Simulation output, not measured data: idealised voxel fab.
This section sets out a process module, namely voxel transistor to metal.
Displayed cross-section: cut, width of 150 nm, square cells sized 5 nm.
We lay out every cross-section as a grid of square cells and spell it out in bands from the top down, where one band means one or more rows of cells. A band entry consists of two parts. The first gives the height of the band's top and the height of its bottom, in nm. The rest lists the band's materials from left to right, each with its width in nm. A single material labelled with the word "all across" fills the band from edge to edge, and the word "blank" marks empty space. Note: height 0 marks the level under which the wafer is uniformly one material as received. Lowest band unbounded below, written "0 -> down". Graded width ("30 to 40"): value in top row of band = first number; value in bottom row = second number; row-to-row change constant. "same as before" (step): cross-section cells unchanged, all of them. Enclosed voids (no open way to top), threshold 8 cells or more, entry "Internal closed voids", notation width x height at distance, distance from left edge, nm. Formally, on a step line, whatever follows the settings is a remark that the simulator itself makes on the step. The "overlay nm" setting may appear on a step's line; for a step that uses a mask, it gives how far to the right of its planned position the mask lay, and a negative value indicates the left.
PLANNED STEP LIST FOR THE PROCESS
step 1: RECEIVE with material Si
step 2: OXIDIZE with depth nm 5
step 3: CONFORMAL_DEP with material SiN, thk nm 15
step 4: PATTERN with tone cover, mask id ACTIVE, material resist, width nm 90, thk nm 20, overlay nm 0
step 5: DIRECTIONAL_ETCH with etch materials SiN, depth nm 15
step 6: DIRECTIONAL_ETCH with etch materials SiO2, depth nm 5
step 7: DIRECTIONAL_ETCH with etch materials Si, depth nm 25
step 8: STRIP with etch materials resist
step 9: FILL_DEP with material SiO2, thk nm 5
step 10: CMP with height nm 15
step 11: SELECTIVE_ETCH with etch materials SiO2, depth nm 15
step 12: STRIP with etch materials SiN
step 13: SELECTIVE_ETCH with etch materials SiO2, depth nm 5
step 14: OXIDIZE with depth nm 5
step 15: DIRECTIONAL_DEP with material polySi, thk nm 25
step 16: DIRECTIONAL_DEP with material SiCN, thk nm 15
step 17: MASKED_ETCH with tone cover, mask id GATE, width nm 20, etch materials SiCN, depth nm 25, overlay nm 0
step 18: MASKED_ETCH with tone cover, mask id GATE, width nm 20, etch materials polySi, depth nm 35, overlay nm 0
step 19: CONFORMAL_DEP with material SiN, thk nm 10
step 20: DIRECTIONAL_ETCH with etch materials SiN, depth nm 10
step 21: DIRECTIONAL_ETCH with etch materials SiO2, depth nm 5
step 22: DIRECTIONAL_ETCH with etch materials Si, depth nm 5
step 23: EPI with material SiGe, thk nm 10
step 24: FILL_DEP with material SiO2, thk nm 5
step 25: CMP with height nm 35
step 26: DIRECTIONAL_DEP with material SiO2, thk nm 15
step 27: PATTERN with tone open, mask id CONTACT, material resist, width nm 15, pitch nm 65, thk nm 20, overlay nm 0
step 28: DIRECTIONAL_ETCH with etch materials SiO2, depth nm 55
step 29: STRIP with etch materials resist
step 30: CONFORMAL_DEP with material TiN, thk nm 5
step 31: FILL_DEP with material W, thk nm 10
step 32: CMP with height nm 50
step 33: DIRECTIONAL_DEP with material TiN, thk nm 5
step 34: DIRECTIONAL_DEP with material Ru, thk nm 25
step 35: DIRECTIONAL_DEP with material aC, thk nm 10
step 36: PATTERN with tone cover, mask id METAL_1, material resist, width nm 15, pitch nm 65, thk nm 25, overlay nm 0
step 37: DIRECTIONAL_ETCH with etch materials aC, depth nm 10
step 38: STRIP with etch materials resist
step 39: DIRECTIONAL_ETCH with etch materials Ru, depth nm 25
step 40: DIRECTIONAL_ETCH with etch materials TiN, depth nm 5
step 41: STRIP with etch materials aC
step 42: CONFORMAL_DEP with material SiN, thk nm 5
step 43: FILL_DEP with material SiO2, thk nm 5
step 44: CMP with height nm 80
step 45: CONFORMAL_DEP with material SiCN, thk nm 5
step 46: DIRECTIONAL_DEP with material SiO2, thk nm 35
step 47: PATTERN with tone open, mask id METAL_2, material resist, width nm 15, pitch nm 65, thk nm 20, overlay nm 0
step 48: DIRECTIONAL_ETCH with etch materials SiO2, depth nm 20
step 49: STRIP with etch materials resist
step 50: PATTERN with tone open, mask id METAL_2_HOLES, material resist, width nm 15, pitch nm 65, thk nm 20, overlay nm -15
step 51: DIRECTIONAL_ETCH with etch materials SiO2, depth nm 15
step 52: DIRECTIONAL_ETCH with etch materials SiCN, depth nm 5
step 53: STRIP with etch materials resist
step 54: CONFORMAL_DEP with material TiN, thk nm 5
step 55: FILL_DEP with material Ru, thk nm 10
step 56: CMP with height nm 120
step 57: CONFORMAL_DEP with material SiN, thk nm 5
Variable across wafers: step 50 overlay nm (plan value is that of the first wafer; starting state common to all).
CROSS-SECTIONAL VIEW OF THE FIRST OF SEVERAL WAFERS IN THE AS-RECEIVED CONDITION, CORRESPONDING TO THE STATE FOLLOWING STEP 1
- 0 -> down  Si all across
- Internal closed voids: none
FIRST WAFER OF SEVERAL, CROSS-SECTION, MODULE END, AFTER STEP 57 (LAST)
- 125 -> 120  SiN all across
- 120 -> 110  20 nm SiO2 / 5 nm TiN / 20 nm Ru / 5 nm TiN / 35 nm SiO2 / 5 nm TiN / 20 nm Ru / 5 nm TiN / 35 nm SiO2
- 110 -> 105  20 nm SiO2 / 20 nm TiN / 5 nm Ru / 5 nm TiN / 35 nm SiO2 / 20 nm TiN / 5 nm Ru / 5 nm TiN / 35 nm SiO2
- 105 -> 100  35 nm SiO2 / 15 nm TiN / 50 nm SiO2 / 15 nm TiN / 35 nm SiO2
- 100 -> 85  SiO2 all across
- 85 -> 80  SiCN all across
- 80 -> 55  30 nm SiO2 / 5 nm SiN / 15 nm Ru / 5 nm SiN / 40 nm SiO2 / 5 nm SiN / 15 nm Ru / 5 nm SiN / 30 nm SiO2
- 55 -> 50  35 nm SiN / 15 nm TiN / 50 nm SiN / 15 nm TiN / 35 nm SiN
- 50 -> 35  35 nm SiO2 / 5 nm TiN / 5 nm W / 5 nm TiN / 50 nm SiO2 / 5 nm TiN / 5 nm W / 5 nm TiN / 35 nm SiO2
- 35 -> 20  35 nm SiO2 / 5 nm TiN / 5 nm W / 5 nm TiN / 5 nm SiO2 / 10 nm SiN / 20 nm SiCN / 10 nm SiN / 5 nm SiO2 / 5 nm TiN / 5 nm W / 5 nm TiN / 35 nm SiO2
- 20 -> 5  35 nm SiO2 / 5 nm TiN / 5 nm W / 5 nm TiN / 5 nm SiO2 / 10 nm SiN / 20 nm polySi / 10 nm SiN / 5 nm SiO2 / 5 nm TiN / 5 nm W / 5 nm TiN / 35 nm SiO2
- 5 -> 0  35 nm SiO2 / 15 nm TiN / 5 nm SiO2 / 10 nm SiN / 20 nm polySi / 10 nm SiN / 5 nm SiO2 / 15 nm TiN / 35 nm SiO2
- 0 -> -5  35 nm SiO2 / 10 nm TiN / 10 nm SiGe / 10 nm SiN / 20 nm polySi / 10 nm SiN / 10 nm SiGe / 10 nm TiN / 35 nm SiO2
- -5 -> -10  25 nm SiO2 / 30 nm SiGe / 40 nm SiO2 / 30 nm SiGe / 25 nm SiO2
- -10 -> -15  30 nm SiO2 / 25 nm SiGe / 40 nm Si / 25 nm SiGe / 30 nm SiO2
- -15 -> -30  30 nm SiO2 / 90 nm Si / 30 nm SiO2
- -30 -> down  Si all across
- Internal closed voids: none
THE MODULE'S END: A CROSS-SECTION OF THE LAST WAFER
- 125 -> 120  SiN all across
- 120 -> 110  35 nm SiO2 / 5 nm TiN / 20 nm Ru / 5 nm TiN / 35 nm SiO2 / 5 nm TiN / 20 nm Ru / 5 nm TiN / 20 nm SiO2
- 110 -> 105  35 nm SiO2 / 5 nm TiN / 5 nm Ru / 20 nm TiN / 35 nm SiO2 / 5 nm TiN / 5 nm Ru / 20 nm TiN / 20 nm SiO2
- 105 -> 100  35 nm SiO2 / 15 nm TiN / 50 nm SiO2 / 15 nm TiN / 35 nm SiO2
- 100 -> 85  SiO2 all across
- 85 -> 80  SiCN all across
- 80 -> 55  30 nm SiO2 / 5 nm SiN / 15 nm Ru / 5 nm SiN / 40 nm SiO2 / 5 nm SiN / 15 nm Ru / 5 nm SiN / 30 nm SiO2
- 55 -> 50  35 nm SiN / 15 nm TiN / 50 nm SiN / 15 nm TiN / 35 nm SiN
- 50 -> 35  35 nm SiO2 / 5 nm TiN / 5 nm W / 5 nm TiN / 50 nm SiO2 / 5 nm TiN / 5 nm W / 5 nm TiN / 35 nm SiO2
- 35 -> 20  35 nm SiO2 / 5 nm TiN / 5 nm W / 5 nm TiN / 5 nm SiO2 / 10 nm SiN / 20 nm SiCN / 10 nm SiN / 5 nm SiO2 / 5 nm TiN / 5 nm W / 5 nm TiN / 35 nm SiO2
- 20 -> 5  35 nm SiO2 / 5 nm TiN / 5 nm W / 5 nm TiN / 5 nm SiO2 / 10 nm SiN / 20 nm polySi / 10 nm SiN / 5 nm SiO2 / 5 nm TiN / 5 nm W / 5 nm TiN / 35 nm SiO2
- 5 -> 0  35 nm SiO2 / 15 nm TiN / 5 nm SiO2 / 10 nm SiN / 20 nm polySi / 10 nm SiN / 5 nm SiO2 / 15 nm TiN / 35 nm SiO2
- 0 -> -5  35 nm SiO2 / 10 nm TiN / 10 nm SiGe / 10 nm SiN / 20 nm polySi / 10 nm SiN / 10 nm SiGe / 10 nm TiN / 35 nm SiO2
- -5 -> -10  25 nm SiO2 / 30 nm SiGe / 40 nm SiO2 / 30 nm SiGe / 25 nm SiO2
- -10 -> -15  30 nm SiO2 / 25 nm SiGe / 40 nm Si / 25 nm SiGe / 30 nm SiO2
- -15 -> -30  30 nm SiO2 / 90 nm Si / 30 nm SiO2
- -30 -> down  Si all across
- Internal closed voids: none
PER WAFER (ROW), END OF MODULE: DELTA IN CELLS PER MATERIAL SINCE RECEIPT, (+) FOR GAINED, (-) FOR LOST; CLOSED VOIDS AFTER THAT
overlay nm -15; +48 Ru; -118 Si; +42 SiCN; +26 SiGe; +106 SiN; +532 SiO2; +76 TiN; +18 W; +20 polySi; Internal closed voids: none
overlay nm -10; +44 Ru; -118 Si; +40 SiCN; +26 SiGe; +106 SiN; +532 SiO2; +82 TiN; +18 W; +20 polySi; Internal closed voids: none
overlay nm -5; +40 Ru; -118 Si; +38 SiCN; +26 SiGe; +106 SiN; +532 SiO2; +88 TiN; +18 W; +20 polySi; Internal closed voids: none
overlay nm 0; +44 Ru; -118 Si; +36 SiCN; +26 SiGe; +106 SiN; +532 SiO2; +86 TiN; +18 W; +20 polySi; Internal closed voids: none
overlay nm 5; +40 Ru; -118 Si; +38 SiCN; +26 SiGe; +106 SiN; +532 SiO2; +88 TiN; +18 W; +20 polySi; Internal closed voids: none
overlay nm 10; +44 Ru; -118 Si; +40 SiCN; +26 SiGe; +106 SiN; +532 SiO2; +82 TiN; +18 W; +20 polySi; Internal closed voids: none
overlay nm 15; +48 Ru; -118 Si; +42 SiCN; +26 SiGe; +106 SiN; +532 SiO2; +76 TiN; +18 W; +20 polySi; Internal closed voids: none
